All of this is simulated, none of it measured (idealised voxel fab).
process module | voxel released beams
cross-section cut | 255 nm wide | cells 5 nm
A cross-section is a grid of square cells, given in bands from the top down. A band is one or more rows of cells.
Each band's line starts with the height of the band's top and of its bottom, in nm. Then come its materials from left to right, each with its width in nm. One material with "throughout" fills the band from edge to edge. "air" is empty space.
Height 0 is the level under which the wafer as received is all one material. The lowest band goes on downwards, as in "0 down".
A width such as "30 to 40" changes by the same amount from each row of cells to the next, from the band's top row to its bottom row.
"no change" after a step means that no cell of the cross-section changed.
closed voids: empty space of 8 cells or more with no open way to the top, each as width x height at its distance from the left edge, in nm
after a step's settings: what the simulator itself notes on the step
overlay nm, on a step with a mask: how far to the right of its planned place the mask lay; to the left if negative
plan
1 op RECEIVE | material Si
2 op CONFORMAL_DEP | material SiN | thk nm 10
3 op DIRECTIONAL_DEP | material SiO2 | thk nm 15
4 op DIRECTIONAL_DEP | material aC | thk nm 15
5 op PATTERN | tone open | mask id ANCHOR | material resist | width nm 45 | thk nm 30 | overlay nm 0
6 op DIRECTIONAL_ETCH | etch materials aC | depth nm 15
7 op STRIP | etch materials resist
8 op DIRECTIONAL_ETCH | etch materials SiO2 | depth nm 15
9 op STRIP | etch materials aC
10 op CONFORMAL_DEP | material TiN | thk nm 15
11 op MASKED_ETCH | tone cover | mask id BEAM | width nm 95 | etch materials TiN | depth nm 15 | overlay nm 0
12 op STRIP | etch materials SiO2
as received, after step 1
  0 down: Si throughout
  closed voids: none
a wafer at the end: this start, this plan, one mistake
  40 to 25: air 75 | TiN 95 | air 85
  25 to 15: SiN throughout
  15 to 0: SiO2 throughout
  0 down: Si throughout
  closed voids: none
what went wrong: steps 2 and 3 were swapped
